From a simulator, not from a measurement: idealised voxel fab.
Herein follows the process module entitled voxel spacer lines.
This is section cut - it's 275 nm across, gridded in 5 nm square cells.
Bands, listed from the top down, are how a cross-section gets written in this document; the cross-section itself is a grid of square cells, and a band is one or more rows of them.
Band entry format. Leading values: height of top, height of bottom, nm. Remainder: materials in left-to-right order, each with its width in nm. Special words: "all across" on a single material, which then fills the band edge to edge; "empty", empty space.
Measure heights from 0. That's the level where, below it, the as-received wafer is all one material. The lowest band is bottomless and extends downward; write it as in "0 nm and below".
A width such as "30->40" changes by the same amount from each row of cells to the next, from the band's top row to its bottom row.
"all unchanged" -> step changed no cross-section cell.
For the entry "Sealed void inventory", the listed items are empty spaces with no open way to the top whose size is 8 cells or more; each item follows the pattern width x height at distance, where distance is from the left edge and all three are in nm.
Read whatever lies past the settings on a step's line as the simulator's own remark about the step.
A step line may carry the setting "overlay nm", which, for steps involving a mask, states the distance by which the mask lay to the right of its intended position; negative values denote displacement to the left.

-- The following list gives the planned process steps
1 RECEIVE,material Si
2 CONFORMAL_DEP,material Al2O3,thk nm 5
3 DIRECTIONAL_DEP,material W,thk nm 20
4 DIRECTIONAL_DEP,material polySi,thk nm 20
5 PATTERN,tone cover,mask id MANDREL,material resist,width nm 20,pitch nm 60,thk nm 25,overlay nm 0
6 DIRECTIONAL_ETCH,etch materials polySi,depth nm 20
7 STRIP,etch materials resist
8 CONFORMAL_DEP,material SiO2,thk nm 10
9 DIRECTIONAL_ETCH,etch materials SiO2,depth nm 10
10 STRIP,etch materials polySi
11 DIRECTIONAL_ETCH,etch materials W,depth nm 20
12 STRIP,etch materials SiO2
13 FILL_DEP,material SiO2,thk nm 5
14 CMP,height nm 25

-- Cross-sectional view of the wafer in its as-received condition, corresponding to the state after step 1
  0 nm and below: Si all across
  Sealed void inventory: none

-- First wafer of two, sectioned at end of module; run went per plan
  25 nm to 5 nm: SiO2 85, then W 10, then SiO2 20, then W 10, then SiO2 20, then W 10, then SiO2 20, then W 10, then SiO2 90
  5 nm to 0 nm: Al2O3 all across
  0 nm and below: Si all across
  Sealed void inventory: none

-- Cross-sectional image of the second wafer of the two following completion of the module. Starting state and process plan were the same as for the first wafer; one execution error occurred
  20 nm to 5 nm: SiO2 85, then W 10, then SiO2 20, then W 10, then SiO2 20, then W 10, then SiO2 20, then W 10, then SiO2 90
  5 nm to 0 nm: Al2O3 all across
  0 nm and below: Si all across
  Sealed void inventory: none
Diagnosis: not per plan at step 14, really ran CMP,height nm 20
End of process, cell counts, second wafer against first, materials with more or fewer: 47 fewer of SiO2, 8 fewer of W
